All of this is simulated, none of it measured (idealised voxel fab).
The name of this process module is voxel wiring stack.
Section cut is 195 nm wide and gridded with 5 nm square cells.
Cross-section, as written here: a square-cell grid given band by band from the top down, where a band holds one or more rows of cells.
Heights first: top, then bottom, in nm. Then materials, left to right, each with a width in nm. "edge to edge" on a single material: fills the band edge to edge. "blank": empty space.
Height reference: 0 = level under which incoming wafer is all one material. Lowest band: no bottom, runs on downward, e.g. "0 nm and below".
With a width like "30..40", each row of cells in the band differs from the next by the same amount, the top row carrying the first number and the bottom row the second.
"no alterations made" means the step left every cell of the cross-section as it was.
In the "Internal closed voids" entry, you get each enclosed empty space of 8 cells or more, one with no open way to the top, written width x height at distance, distance from the left edge, in nm.
If you see something after the settings on a step's line, that's the simulator's own remark about that step.
overlay nm: how far to the right of its planned place the mask lay on this masked step (negative: to the left).
## Below is the list of planned process steps
step 1: RECEIVE with material Si
step 2: CONFORMAL_DEP with material SiO2, thk nm 15
step 3: CONFORMAL_DEP with material SiN, thk nm 5
step 4: DIRECTIONAL_DEP with material lowk, thk nm 15
step 5: PATTERN with tone open, mask id METAL_1, material resist, width nm 30, pitch nm 45, thk nm 15, overlay nm 0
step 6: DIRECTIONAL_ETCH with etch materials lowk, depth nm 15
step 7: DIRECTIONAL_ETCH with etch materials SiN, depth nm 5
step 8: STRIP with etch materials resist
step 9: CONFORMAL_DEP with material TiN, thk nm 5
step 10: FILL_DEP with material Cu, thk nm 10
step 11: CMP with height nm 35
step 12: EPI with material Ru, thk nm 5
step 13: FILL_DEP with material SiCN, thk nm 5
step 14: DIRECTIONAL_DEP with material lowk, thk nm 15
step 15: PATTERN with tone open, mask id PLUG_1, material resist, width nm 15, pitch nm 45, thk nm 15, overlay nm 0
step 16: DIRECTIONAL_ETCH with etch materials lowk, depth nm 15
step 17: DIRECTIONAL_ETCH with etch materials SiCN, depth nm 5
step 18: STRIP with etch materials resist
step 19: EPI with material Ru, thk nm 10
step 20: EPI with material Ru, thk nm 10
step 21: DIRECTIONAL_DEP with material TiN, thk nm 5
step 22: DIRECTIONAL_DEP with material Ru, thk nm 20
step 23: MASKED_ETCH with tone cover, mask id METAL_2, width nm 30, pitch nm 45, etch materials Ru, depth nm 20, overlay nm 0
step 24: MASKED_ETCH with tone cover, mask id METAL_2, width nm 30, pitch nm 45, etch materials TiN, depth nm 5, overlay nm 0
step 25: FILL_DEP with material SiO2, thk nm 5
step 26: CMP with height nm 85
step 27: CONFORMAL_DEP with material SiCN, thk nm 5
step 28: DIRECTIONAL_DEP with material SiO2, thk nm 30
step 29: PATTERN with tone open, mask id METAL_3, material resist, width nm 30, pitch nm 45, thk nm 15, overlay nm 0
step 30: DIRECTIONAL_ETCH with etch materials SiO2, depth nm 20
step 31: STRIP with etch materials resist
step 32: PATTERN with tone open, mask id METAL_3_HOLES, material resist, width nm 15, pitch nm 90, thk nm 15, overlay nm 0
step 33: DIRECTIONAL_ETCH with etch materials SiO2, depth nm 10
step 34: DIRECTIONAL_ETCH with etch materials SiCN, depth nm 5
step 35: STRIP with etch materials resist
step 36: CONFORMAL_DEP with material TiN, thk nm 5
step 37: FILL_DEP with material Cu, thk nm 10
step 38: CMP with height nm 120
step 39: CONFORMAL_DEP with material SiCN, thk nm 5
## Cross-section, incoming material, after step 1
> 0 nm and below | Si edge to edge
> Internal closed voids: none
## First of two wafers at the end of the module, shown in cross-section; run carried out as planned
> 125 nm to 120 nm | SiCN edge to edge
> 120 nm to 105 nm | SiO2=15; TiN=5; Cu=20; TiN=5; SiO2=15; TiN=5; Cu=20; TiN=5; SiO2=15; TiN=5; Cu=20; TiN=5; SiO2=15; TiN=5; Cu=20; TiN=5; SiO2=15
> 105 nm to 100 nm | SiO2=15; TiN=5; Cu=5; TiN=20; SiO2=15; TiN=30; SiO2=15; TiN=5; Cu=5; TiN=20; SiO2=15; TiN=30; SiO2=15
> 100 nm to 90 nm | SiO2=15; TiN=5; Cu=5; TiN=5; SiO2=75; TiN=5; Cu=5; TiN=5; SiO2=75
> 90 nm to 85 nm | SiCN=15; TiN=15; SiCN=75; TiN=15; SiCN=75
> 85 nm to 65 nm | SiO2=15; Ru=30; SiO2=15; Ru=30; SiO2=15; Ru=30; SiO2=15; Ru=30; SiO2=15
> 65 nm to 60 nm | SiO2=15; TiN=30; SiO2=15; TiN=30; SiO2=15; TiN=30; SiO2=15; TiN=30; SiO2=15
> 60 nm to 45 nm | lowk=15; Ru=15; lowk=30; Ru=15; lowk=30; Ru=15; lowk=30; Ru=15; lowk=30
> 45 nm to 35 nm | SiCN=15..10; Ru=15..40; SiCN=30..5; Ru=15..40; SiCN=30..5; Ru=15..40; SiCN=30..5; Ru=15..40; SiCN=30..10
> 35 nm to 20 nm | lowk=15; TiN=5; Cu=20; TiN=5; lowk=15; TiN=5; Cu=20; TiN=5; lowk=15; TiN=5; Cu=20; TiN=5; lowk=15; TiN=5; Cu=20; TiN=5; lowk=15
> 20 nm to 15 nm | SiN=15; TiN=30; SiN=15; TiN=30; SiN=15; TiN=30; SiN=15; TiN=30; SiN=15
> 15 nm to 0 nm | SiO2 edge to edge
> 0 nm and below | Si edge to edge
> Internal closed voids: none
## Now the second wafer, cross-sectioned at the end of the module. Nothing different at the start, nothing different in the plan compared with the first, just one mistake when it was actually run
> 125 nm to 120 nm | SiCN edge to edge
> 120 nm to 105 nm | SiO2=15; TiN=5; Cu=20; TiN=5; SiO2=15; TiN=5; Cu=20; TiN=5; SiO2=15; TiN=5; Cu=20; TiN=5; SiO2=15; TiN=5; Cu=20; TiN=5; SiO2=15
> 105 nm to 100 nm | SiO2=15; TiN=5; Cu=5; TiN=20; SiO2=15; TiN=30; SiO2=15; TiN=5; Cu=5; TiN=20; SiO2=15; TiN=30; SiO2=15
> 100 nm to 90 nm | SiO2=15; TiN=5; Cu=5; TiN=5; SiO2=75; TiN=5; Cu=5; TiN=5; SiO2=75
> 90 nm to 85 nm | SiCN=15; TiN=15; SiCN=75; TiN=15; SiCN=75
> 85 nm to 75 nm | SiO2=30; Ru=15; SiO2=30; Ru=15; SiO2=30; Ru=15; SiO2=30; Ru=15; SiO2=15
> 75 nm to 65 nm | SiO2=15; Ru=30; SiO2=15; Ru=30; SiO2=15; Ru=30; SiO2=15; Ru=30; SiO2=15
> 65 nm to 60 nm | SiO2=15; Ru=15; TiN=15; SiO2=15; Ru=15; TiN=15; SiO2=15; Ru=15; TiN=15; SiO2=15; Ru=15; TiN=15; SiO2=15
> 60 nm to 55 nm | lowk=15; Ru=15; lowk=30; Ru=15; lowk=30; Ru=15; lowk=30; Ru=15; lowk=30
> 55 nm to 50 nm | lowk=15; TiN=15; lowk=30; TiN=15; lowk=30; TiN=15; lowk=30; TiN=15; lowk=30
> 50 nm to 45 nm | lowk edge to edge
> 45 nm to 40 nm | SiCN edge to edge
> 40 nm to 35 nm | SiCN=10; Ru=40; SiCN=5; Ru=40; SiCN=5; Ru=40; SiCN=5; Ru=40; SiCN=10
> 35 nm to 20 nm | lowk=15; TiN=5; Cu=20; TiN=5; lowk=15; TiN=5; Cu=20; TiN=5; lowk=15; TiN=5; Cu=20; TiN=5; lowk=15; TiN=5; Cu=20; TiN=5; lowk=15
> 20 nm to 15 nm | SiN=15; TiN=30; SiN=15; TiN=30; SiN=15; TiN=30; SiN=15; TiN=30; SiN=15
> 15 nm to 0 nm | SiO2 edge to edge
> 0 nm and below | Si edge to edge
> Internal closed voids: none
In executing the process, a mistake was made relative to the plan: step 16 was run on a setting that differed from the plan, and what really ran there is DIRECTIONAL_ETCH with etch materials lowk, depth nm 10
Materials where the second wafer ends with more or fewer cells than the first: Ru -48; SiCN +12; SiO2 +24; lowk +12
